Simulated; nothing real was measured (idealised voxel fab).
A process module follows: voxel transistor to metal.
Pictured: cross-section cut, 200 nm wide, on a grid of 5 nm square cells.
In what follows, cross-sections appear as grids of square cells, described through bands that run from the top down, where every band is one or more rows of cells. It is stipulated that each band's entry specify, in nanometres, the height of the top of the band and then that of its bottom, followed by the materials of the band in left-to-right sequence, each together with its width in nanometres. A single material marked by the word "throughout" is understood to fill the band from edge to edge; the word "air" is understood to denote empty space. Counting heights begins at 0, where everything beneath is, in the wafer as received, one material. The lowest band has no bottom; it goes on downwards, as "0 -> down" shows. So if you see something like "30..40" for the width, read it as the top row of the band sitting at the first number and the bottom row at the second, with every row in between moving by the same amount as the last. The cross-section has no changed cell in any step marked "no modifications". What "Closed internal voids" gives you is every empty space of 8 cells or more that is cut off from the top. Each appears as width x height at distance, with the distance taken from the left edge and width, height and distance all in nm. If you see something after the settings on a step's line, that's the simulator's own remark about that step. A step's line can hold "overlay nm"; with a mask on that step, the setting says how far right of the planned place the mask lay, while a negative setting says it lay to the left.

### Below is the list of planned process steps
1: RECEIVE: material Si
2: CONFORMAL_DEP: material SiO2, thk nm 5
3: CONFORMAL_DEP: material SiN, thk nm 15
4: PATTERN: tone cover, mask id ACTIVE, material resist, width nm 100, thk nm 15, overlay nm 0
5: DIRECTIONAL_ETCH: etch materials SiN, depth nm 15
6: DIRECTIONAL_ETCH: etch materials SiO2, depth nm 5
7: DIRECTIONAL_ETCH: etch materials Si, depth nm 35
8: STRIP: etch materials resist
9: FILL_DEP: material SiO2, thk nm 15
10: CMP: height nm 20
11: SELECTIVE_ETCH: etch materials SiO2, depth nm 5
12: STRIP: etch materials SiN
13: SELECTIVE_ETCH: etch materials SiO2, depth nm 5
14: OXIDIZE: depth nm 5
15: DIRECTIONAL_DEP: material polySi, thk nm 30
16: DIRECTIONAL_DEP: material SiCN, thk nm 10
17: PATTERN: tone cover, mask id GATE, material resist, width nm 20, thk nm 15, overlay nm 0
18: DIRECTIONAL_ETCH: etch materials SiCN, depth nm 20
19: DIRECTIONAL_ETCH: etch materials polySi, depth nm 40
20: STRIP: etch materials resist
21: CONFORMAL_DEP: material SiO2, thk nm 5
22: DIRECTIONAL_ETCH: etch materials SiO2, depth nm 5
23: CONFORMAL_DEP: material SiN, thk nm 5
24: DIRECTIONAL_ETCH: etch materials SiN, depth nm 5
25: DIRECTIONAL_ETCH: etch materials SiO2, depth nm 5
26: DIRECTIONAL_ETCH: etch materials Si, depth nm 15
27: EPI: material SiGe, thk nm 15
28: FILL_DEP: material SiO2, thk nm 5
29: CMP: height nm 40
30: DIRECTIONAL_DEP: material SiO2, thk nm 15
31: MASKED_ETCH: tone open, mask id CONTACT, width nm 20, pitch nm 70, etch materials SiO2, depth nm 45, overlay nm 0
32: CONFORMAL_DEP: material TiN, thk nm 5
33: FILL_DEP: material W, thk nm 10
34: CMP: height nm 55
35: DIRECTIONAL_DEP: material TiN, thk nm 5
36: DIRECTIONAL_DEP: material Ru, thk nm 20
37: DIRECTIONAL_DEP: material aC, thk nm 15
38: PATTERN: tone cover, mask id METAL_1, material resist, width nm 20, pitch nm 70, thk nm 30, overlay nm 0
39: DIRECTIONAL_ETCH: etch materials aC, depth nm 15
40: STRIP: etch materials resist
41: DIRECTIONAL_ETCH: etch materials Ru, depth nm 20
42: DIRECTIONAL_ETCH: etch materials TiN, depth nm 5
43: STRIP: etch materials aC
44: FILL_DEP: material lowk, thk nm 10
45: CMP: height nm 80
46: CONFORMAL_DEP: material SiCN, thk nm 5
47: DIRECTIONAL_DEP: material SiO2, thk nm 30
48: PATTERN: tone open, mask id METAL_2_HOLES, material resist, width nm 15, pitch nm 70, thk nm 20, overlay nm 0
49: DIRECTIONAL_ETCH: etch materials SiO2, depth nm 30
50: STRIP: etch materials resist
51: DIRECTIONAL_DEP: material aC, thk nm 15
52: PATTERN: tone open, mask id METAL_2, material resist, width nm 20, pitch nm 70, thk nm 30, overlay nm 0
53: DIRECTIONAL_ETCH: etch materials aC, depth nm 15
54: STRIP: etch materials resist
55: DIRECTIONAL_ETCH: etch materials SiO2, depth nm 15
56: DIRECTIONAL_ETCH: etch materials SiCN, depth nm 5
57: STRIP: etch materials aC
58: CONFORMAL_DEP: material TiN, thk nm 5
59: FILL_DEP: material Cu, thk nm 10
60: CMP: height nm 115
61: CONFORMAL_DEP: material SiN, thk nm 5

### Wafer cross-section on receipt, i.e. after step 1
    0 -> down  Si throughout
    Closed internal voids: none

### This is how the wafer looks in cross-section once the module is done, given the starting state and plan above and one mistake in carrying the plan out
    120 -> 115  SiN throughout
    115 -> 105  SiO2=55, then TiN=5, then Cu=10, then TiN=5, then SiO2=50, then TiN=5, then Cu=10, then TiN=5, then SiO2=55
    105 -> 100  SiO2=55, then TiN=5, then Cu=5, then TiN=10, then SiO2=50, then TiN=5, then Cu=5, then TiN=10, then SiO2=55
    100 -> 85  SiO2=55, then TiN=5, then Cu=5, then TiN=5, then SiO2=55, then TiN=5, then Cu=5, then TiN=5, then SiO2=60
    85 -> 80  SiCN=55, then TiN=15, then SiCN=55, then TiN=15, then SiCN=60
    80 -> 60  lowk=55, then Ru=20, then lowk=50, then Ru=20, then lowk=55
    60 -> 55  lowk=55, then TiN=20, then lowk=50, then TiN=20, then lowk=55
    55 -> 40  SiO2=55, then TiN=5, then W=10, then TiN=5, then SiO2=50, then TiN=5, then W=10, then TiN=5, then SiO2=55
    40 -> 30  SiO2=55, then TiN=5, then W=10, then TiN=5, then SiO2=5, then SiN=5, then SiO2=5, then SiCN=20, then SiO2=5, then SiN=5, then SiO2=5, then TiN=5, then W=10, then TiN=5, then SiO2=55
    30 -> 15  SiO2=55, then TiN=5, then W=10, then TiN=5, then SiO2=5, then SiN=5, then SiO2=5, then polySi=20, then SiO2=5, then SiN=5, then SiO2=5, then TiN=5, then W=10, then TiN=5, then SiO2=55
    15 -> 10  SiO2=55, then TiN=20, then SiO2=5, then SiN=5, then SiO2=5, then polySi=20, then SiO2=5, then SiN=5, then SiO2=5, then TiN=20, then SiO2=55
    10 -> 0  SiO2=55, then SiN=5, then SiGe=20, then SiN=5, then SiO2=5, then polySi=20, then SiO2=5, then SiN=5, then SiGe=20, then SiN=5, then SiO2=55
    0 -> -5  SiO2=60, then SiGe=20, then SiO2=40, then SiGe=20, then SiO2=60
    -5 -> -20  SiO2=55, then Si=5, then SiGe=20, then Si=40, then SiGe=20, then Si=5, then SiO2=55
    -20 -> -35  SiO2=55, then Si=90, then SiO2=55
    -35 -> down  Si throughout
    Closed internal voids: none
what went wrong: contrary to plan, step 4 was performed as PATTERN: tone cover, mask id ACTIVE, material resist, width nm 90, thk nm 15, overlay nm 0
